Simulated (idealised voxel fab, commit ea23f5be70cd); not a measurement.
Title: Process Module voxel self aligned vias
The width of the displayed cross-section, cut, is 235 nm; its cells are square, with a size of 5 nm.
Cross-section layout: square cells on a grid; listed as bands, top to bottom; a band spans one or more cell rows. Heights first: top, then bottom, in nm. Then materials, left to right, each with a width in nm. "full width" on a single material: fills the band edge to edge. "air": empty space. Note: height 0 marks the level under which the wafer is uniformly one material as received. Lowest band unbounded below, written "z 0 and below". A width such as "30 to 40" changes by the same amount from each row of cells to the next, from the band's top row to its bottom row. "remained the same", as given for a step, is the statement that not any cell of the cross-section underwent a change during that step. Voids not open to the top, 8 cells minimum: see "Sealed void inventory". Written width x height at distance; distance is from the left edge; nm. If you see something after the settings on a step's line, that's the simulator's own remark about that step. Among the settings permitted on a step's line is "overlay nm"; applied to a step with a mask, it specifies the extent to which the mask lay to the right of its planned position, whereas a negative figure signifies a position to the left.
[The planned process steps are enumerated hereunder]
1) op RECEIVE | material Si
2) op CONFORMAL_DEP | material SiO2 | thk nm 10
3) op CONFORMAL_DEP | material SiCN | thk nm 5
4) op DIRECTIONAL_DEP | material SiO2 | thk nm 20
5) op PATTERN | tone open | mask id LINES | material resist | width nm 30 | pitch nm 70 | thk nm 20 | overlay nm 0
6) op DIRECTIONAL_ETCH | etch materials SiO2 | depth nm 20
7) op STRIP | etch materials resist
8) op CONFORMAL_DEP | material TiN | thk nm 5
9) op FILL_DEP | material Ru | thk nm 5
10) op CMP | height nm 35
11) op SELECTIVE_ETCH | etch materials W Ru TiN | depth nm 10
12) op FILL_DEP | material SiN | thk nm 5
13) op CMP | height nm 35
14) op DIRECTIONAL_DEP | material SiO2 | thk nm 15
15) op DIRECTIONAL_DEP | material aC | thk nm 15
16) op PATTERN | tone open | mask id VIAS | material resist | width nm 50 | pitch nm 70 | thk nm 35 | overlay nm 0
17) op DIRECTIONAL_ETCH | etch materials aC | depth nm 15
18) op STRIP | etch materials resist
19) op DIRECTIONAL_ETCH | etch materials SiO2 | depth nm 15
20) op DIRECTIONAL_ETCH | etch materials SiN | depth nm 10
21) op STRIP | etch materials aC
22) op CONFORMAL_DEP | material TiN | thk nm 5
23) op FILL_DEP | material W | thk nm 5
24) op CMP | height nm 50
25) op CONFORMAL_DEP | material SiCN | thk nm 5
[Shown in cross-section is the wafer as received, that is, as it stands after step 1]
- z 0 and below = Si full width
- Sealed void inventory: none
[The plan above was carried out on the starting structure above with one mistake, and this cross-section shows the wafer at the end of the module]
- z 55 to 50 = SiCN full width
- z 50 to 40 = SiO2 20  TiN 5  W 40  TiN 5  SiO2 20  TiN 5  W 40  TiN 5  SiO2 20  TiN 5  W 40  TiN 5  SiO2 25
- z 40 to 30 = SiO2 20 to 30  TiN 15 to 5  W 20  TiN 15 to 5  SiO2 20 to 40  TiN 15 to 5  W 20  TiN 15 to 5  SiO2 20 to 40  TiN 15 to 5  W 20  TiN 15 to 5  SiO2 25 to 35
- z 30 to 25 = SiO2 30  TiN 30  SiO2 40  TiN 30  SiO2 40  TiN 30  SiO2 35
- z 25 to 20 = SiO2 30  SiN 30  SiO2 40  SiN 30  SiO2 40  SiN 30  SiO2 35
- z 20 to 15 = SiO2 30  TiN 30  SiO2 40  TiN 30  SiO2 40  TiN 30  SiO2 35
- z 15 to 10 = SiCN full width
- z 10 to 0 = SiO2 full width
- z 0 and below = Si full width
- Sealed void inventory: none
What broke from the plan during processing? note that step 11 departed from the planned setting and was carried out as op SELECTIVE_ETCH | etch materials W Ru TiN | depth nm 15
